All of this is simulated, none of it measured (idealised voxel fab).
Process module in this document: voxel wiring stack
Each square cell in cross-section cut measures 5 nm, and the section as a whole is 240 nm wide.
Each cross-section below is a grid of square cells, stated as bands in top-down order, with one or more rows of cells making up each band.
Band: top and bottom heights (nm) first, top before bottom; then materials from left to right, widths in nm. "all across" marks a sole material filling the band edge to edge. "blank" denotes empty space.
We count height from 0. Below that, the starting wafer is all one material. The lowest band never ends at the bottom but goes on down; see "0 and below" for how that is written.
The expression "30 to 40" gives the width at the extremes of the band, the first number at its top row of cells and the second at its bottom row, with the width changing by equal amounts from each row to the next in between.
No cell of the cross-section changed in a step that is given as "remained unchanged".
"Closed void roster" lists enclosed empty spaces (at least 8 cells, no open path upward to the top), each as width x height at distance from the left edge, in nm.
If you see something after the settings on a step's line, that's the simulator's own remark about that step.
A step line may carry the setting "overlay nm", which, for steps involving a mask, states the distance by which the mask lay to the right of its intended position; negative values denote displacement to the left.
### List of planned process steps
1: RECEIVE [material Si]
2: CONFORMAL_DEP [material SiO2] [thk nm 15]
3: DIRECTIONAL_DEP [material TiN] [thk nm 5]
4: DIRECTIONAL_DEP [material Ru] [thk nm 25]
5: PATTERN [tone cover] [mask id METAL_1] [material resist] [width nm 25] [pitch nm 45] [thk nm 20] [overlay nm 0]
6: DIRECTIONAL_ETCH [etch materials Ru] [depth nm 25]
7: DIRECTIONAL_ETCH [etch materials TiN] [depth nm 5]
8: STRIP [etch materials resist]
9: FILL_DEP [material lowk] [thk nm 10]
10: CMP [height nm 45]
11: CONFORMAL_DEP [material SiCN] [thk nm 5]
12: DIRECTIONAL_DEP [material lowk] [thk nm 25]
13: DIRECTIONAL_DEP [material aC] [thk nm 10]
14: PATTERN [tone open] [mask id METAL_2_HOLES] [material resist] [width nm 15] [pitch nm 45] [thk nm 25] [overlay nm 0]
15: DIRECTIONAL_ETCH [etch materials aC] [depth nm 10]
16: STRIP [etch materials resist]
17: DIRECTIONAL_ETCH [etch materials lowk] [depth nm 25]
18: STRIP [etch materials aC]
19: MASKED_ETCH [tone open] [mask id METAL_2] [width nm 25] [pitch nm 45] [etch materials lowk] [depth nm 15] [overlay nm 0]
20: MASKED_ETCH [tone open] [mask id METAL_2] [width nm 25] [pitch nm 45] [etch materials SiCN] [depth nm 5] [overlay nm 0]
21: CONFORMAL_DEP [material TiN] [thk nm 5]
22: FILL_DEP [material Cu] [thk nm 10]
23: CMP [height nm 75]
24: CONFORMAL_DEP [material SiCN] [thk nm 5]
### Cross-section of the wafer at receipt, which is the condition after step 1
  0 and below | Si all across
  Closed void roster: none
### End-of-module cross-section of the first of two wafers, processed as planned
  80 down to 75 | SiCN all across
  75 down to 65 | lowk 40 nm | TiN 5 nm | Cu 15 nm | TiN 5 nm | lowk 20 nm | TiN 5 nm | Cu 15 nm | TiN 5 nm | lowk 20 nm | TiN 5 nm | Cu 15 nm | TiN 5 nm | lowk 20 nm | TiN 5 nm | Cu 15 nm | TiN 5 nm | lowk 40 nm
  65 down to 60 | lowk 40 nm | TiN 5 nm | Cu 5 nm | TiN 15 nm | lowk 20 nm | TiN 5 nm | Cu 5 nm | TiN 15 nm | lowk 20 nm | TiN 5 nm | Cu 5 nm | TiN 15 nm | lowk 20 nm | TiN 5 nm | Cu 5 nm | TiN 15 nm | lowk 40 nm
  60 down to 50 | lowk 40 nm | TiN 5 nm | Cu 5 nm | TiN 5 nm | lowk 30 nm | TiN 5 nm | Cu 5 nm | TiN 5 nm | lowk 30 nm | TiN 5 nm | Cu 5 nm | TiN 5 nm | lowk 30 nm | TiN 5 nm | Cu 5 nm | TiN 5 nm | lowk 50 nm
  50 down to 45 | SiCN 40 nm | TiN 15 nm | SiCN 30 nm | TiN 15 nm | SiCN 30 nm | TiN 15 nm | SiCN 30 nm | TiN 15 nm | SiCN 50 nm
  45 down to 20 | lowk 40 nm | Ru 25 nm | lowk 20 nm | Ru 25 nm | lowk 20 nm | Ru 25 nm | lowk 20 nm | Ru 25 nm | lowk 40 nm
  20 down to 15 | lowk 40 nm | TiN 25 nm | lowk 20 nm | TiN 25 nm | lowk 20 nm | TiN 25 nm | lowk 20 nm | TiN 25 nm | lowk 40 nm
  15 down to 0 | SiO2 all across
  0 and below | Si all across
  Closed void roster: none
### Module end: cross-section of wafer two of two. Same start and process plan as the first wafer. One mistake during execution
  80 down to 75 | SiCN all across
  75 down to 65 | lowk 35 nm | TiN 5 nm | Cu 20 nm | TiN 5 nm | lowk 15 nm | TiN 5 nm | Cu 20 nm | TiN 5 nm | lowk 15 nm | TiN 5 nm | Cu 20 nm | TiN 5 nm | lowk 15 nm | TiN 5 nm | Cu 20 nm | TiN 5 nm | lowk 40 nm
  65 down to 55 | lowk 35 nm | TiN 5 nm | Cu 5 nm | TiN 20 to 5 nm | lowk 15 to 30 nm | TiN 5 nm | Cu 5 nm | TiN 20 to 5 nm | lowk 15 to 30 nm | TiN 5 nm | Cu 5 nm | TiN 20 to 5 nm | lowk 15 to 30 nm | TiN 5 nm | Cu 5 nm | TiN 20 to 5 nm | lowk 40 to 55 nm
  55 down to 50 | lowk 35 nm | TiN 15 nm | lowk 30 nm | TiN 15 nm | lowk 30 nm | TiN 15 nm | lowk 30 nm | TiN 15 nm | lowk 55 nm
  50 down to 45 | SiCN 40 nm | TiN 10 nm | SiCN 35 nm | TiN 10 nm | SiCN 35 nm | TiN 10 nm | SiCN 35 nm | TiN 10 nm | SiCN 55 nm
  45 down to 20 | lowk 40 nm | Ru 25 nm | lowk 20 nm | Ru 25 nm | lowk 20 nm | Ru 25 nm | lowk 20 nm | Ru 25 nm | lowk 40 nm
  20 down to 15 | lowk 40 nm | TiN 25 nm | lowk 20 nm | TiN 25 nm | lowk 20 nm | TiN 25 nm | lowk 20 nm | TiN 25 nm | lowk 40 nm
  15 down to 0 | SiO2 all across
  0 and below | Si all across
  Closed void roster: none
The mistake made against the process plan was this: the process deviated at step 14: the operation and settings actually run there were PATTERN [tone open] [mask id METAL_2_HOLES] [material resist] [width nm 15] [pitch nm 45] [thk nm 25] [overlay nm -5]
Once processing is complete, comparing cell counts shows that the second wafer has more or fewer of certain materials than the first: Cu: 4 more; SiCN: 4 more; TiN: 4 more; lowk: 12 fewer
